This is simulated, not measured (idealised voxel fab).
This section sets out a process module, namely voxel quadruple lines.
Section shown: cut. Width: 255 nm. Cell size: 5 nm, square.
Cross-section layout: square cells on a grid; listed as bands, top to bottom; a band spans one or more cell rows. Look at the band entry: it leads with the top's height and the bottom's height in nm. Then it lists the materials left to right, with a width in nm for each. The word "full width" on a single material says that material fills the band edge to edge. The word "blank" is empty space. All heights in this document are referenced to 0, defined as the level beneath which the wafer, as received, consists entirely of one material. The lowest band is not bounded below; it extends indefinitely downward and is written in the form "0 -> down". Graded width ("30 to 40"): value in top row of band = first number; value in bottom row = second number; row-to-row change constant. "left unchanged" (step): cross-section cells unchanged, all of them. Under "Enclosed empty spaces" you'll find the enclosed gaps, the ones with no way out to the top, that are 8 cells or bigger; each reads width x height at distance, with distance counted from the left edge, everything in nm. What comes after the settings on a step's line is commentary from the simulator itself on that step. overlay nm: mask offset rightward from planned place, masked step; negative means leftward offset.

## Steps in the process plan
1 RECEIVE | material Si
2 CONFORMAL_DEP | material Al2O3 | thk nm 5
3 DIRECTIONAL_DEP | material W | thk nm 15
4 DIRECTIONAL_DEP | material polySi | thk nm 20
5 DIRECTIONAL_DEP | material aC | thk nm 20
6 PATTERN | tone cover | mask id MANDREL | material resist | width nm 20 | pitch nm 60 | thk nm 25 | overlay nm 0
7 DIRECTIONAL_ETCH | etch materials aC | depth nm 20
8 STRIP | etch materials resist
9 CONFORMAL_DEP | material SiO2 | thk nm 10
10 DIRECTIONAL_ETCH | etch materials SiO2 | depth nm 10
11 STRIP | etch materials aC
12 DIRECTIONAL_ETCH | etch materials polySi | depth nm 20
13 STRIP | etch materials SiO2
14 CONFORMAL_DEP | material SiN | thk nm 5
15 DIRECTIONAL_ETCH | etch materials SiN | depth nm 5
16 STRIP | etch materials polySi
17 DIRECTIONAL_ETCH | etch materials W | depth nm 15
18 STRIP | etch materials SiN
19 FILL_DEP | material lowk | thk nm 5
20 CMP | height nm 20

## Incoming wafer in cross-section (state: after step 1)
0 -> down = Si full width
Enclosed empty spaces: none

## Result of the module, cross-sectioned: start per above, plan per above, one error in how it was run
20 -> 5 = lowk: 70, then W: 5, then lowk: 10, then W: 5, then lowk: 15, then W: 5, then lowk: 10, then W: 5, then lowk: 5, then W: 5, then lowk: 10, then W: 5, then lowk: 15, then W: 5, then lowk: 10, then W: 5, then lowk: 70
5 -> 0 = Al2O3 full width
0 -> down = Si full width
Enclosed empty spaces: none
Plan not followed: step 6 was processed under conditions differing from the plan, specifically as PATTERN | tone cover | mask id MANDREL | material resist | width nm 25 | pitch nm 60 | thk nm 25 | overlay nm 0
